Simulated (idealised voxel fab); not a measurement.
The process module presented herein is designated voxel ribs on slabs.
Xsec cut, 245 nm wide, square cell size 5 nm.
For the purposes of this document, a cross-section shall be understood as a grid of square cells, specified as bands listed in top-to-bottom order, each band consisting of one or more rows of cells.
Basically the band line says how high the top is and how high the bottom is, in nm, and then what's in it from left to right, every material with its width in nm. Empty space shows up as "air", and if a single material carries "edge to edge" it runs the full band edge to edge.
Heights from 0 (as-received wafer is one material below). Bottom band endless downward, as "0 -> down".
Per-row width for "30..40": begins at first number (top row of band), ends at second number (bottom row), increment between rows held constant.
What does "remained the same" mean for a step? It means no cell of the cross-section changed in that step.
Closed-off voids of 8+ cells (no open route to the top) go in "Enclosed voids", written width x height at distance from the left edge, in nm.
Step line, after settings: the simulator's comment on this step.
Each step line may optionally specify "overlay nm", which for a step with a mask gives the rightward distance between the mask's planned place and where it lay, a negative value indicating the leftward direction.

## The process steps that were planned are listed below
| 1 | RECEIVE,material Si |
| 2 | DIRECTIONAL_DEP,material SiO2,thk nm 25 |
| 3 | DIRECTIONAL_DEP,material SiN,thk nm 25 |
| 4 | DIRECTIONAL_DEP,material aC,thk nm 15 |
| 5 | PATTERN,tone cover,mask id RIB,material resist,width nm 15,thk nm 30,overlay nm 0 |
| 6 | DIRECTIONAL_ETCH,etch materials aC,depth nm 15 |
| 7 | STRIP,etch materials resist |
| 8 | DIRECTIONAL_ETCH,etch materials SiN,depth nm 5 |
| 9 | STRIP,etch materials aC |
| 10 | MASKED_ETCH,tone cover,mask id SLAB,width nm 55,etch materials SiN,depth nm 20,overlay nm -15 |
| 11 | FILL_DEP,material SiO2,thk nm 20 |
| 12 | CMP,height nm 65 |
| 13 | DIRECTIONAL_DEP,material TiN,thk nm 10 |
| 14 | PATTERN,tone cover,mask id HEATER,material resist,width nm 25,thk nm 15,overlay nm 0 |
| 15 | DIRECTIONAL_ETCH,etch materials TiN,depth nm 10 |
| 16 | STRIP,etch materials resist |
| 17 | CONFORMAL_DEP,material SiN,thk nm 10 |
The overlay nm used in step 10 is not the same on every wafer, whereas the starting condition is; the value printed in the plan is the first wafer's.

## As received, i.e. after step 1: cross-section through the first of several wafers
	0 -> down  Si edge to edge
	Enclosed voids: none

## The cross-section of the first of several wafers is given below for the end of the module, after its final step, step 17
	85 -> 75  air 100 / SiN 45 / air 100
	75 -> 65  SiN 110 / TiN 25 / SiN 110
	65 -> 50  SiO2 edge to edge
	50 -> 45  SiO2 115 / SiN 15 / SiO2 115
	45 -> 25  SiO2 80 / SiN 55 / SiO2 110
	25 -> 0  SiO2 edge to edge
	0 -> down  Si edge to edge
	Enclosed voids: none

## End of module, last wafer sectioned
	85 -> 75  air 100 / SiN 45 / air 100
	75 -> 65  SiN 110 / TiN 25 / SiN 110
	65 -> 50  SiO2 edge to edge
	50 -> 45  SiO2 115 / SiN 15 / SiO2 115
	45 -> 25  SiO2 110 / SiN 55 / SiO2 80
	25 -> 0  SiO2 edge to edge
	0 -> down  Si edge to edge
	Enclosed voids: none

## What follows is a table in which each wafer occupies a row; for the wafer as it stands at the close of the module, the row states, material by material, how many cells have been gained (+) or lost (-) since receipt, and then gives its closed voids
overlay nm -15; +153 SiN; +590 SiO2; +10 TiN; Enclosed voids: none
overlay nm -10; +153 SiN; +590 SiO2; +10 TiN; Enclosed voids: none
overlay nm -5; +153 SiN; +590 SiO2; +10 TiN; Enclosed voids: none
overlay nm 0; +153 SiN; +590 SiO2; +10 TiN; Enclosed voids: none
overlay nm 5; +153 SiN; +590 SiO2; +10 TiN; Enclosed voids: none
overlay nm 10; +153 SiN; +590 SiO2; +10 TiN; Enclosed voids: none
overlay nm 15; +153 SiN; +590 SiO2; +10 TiN; Enclosed voids: none
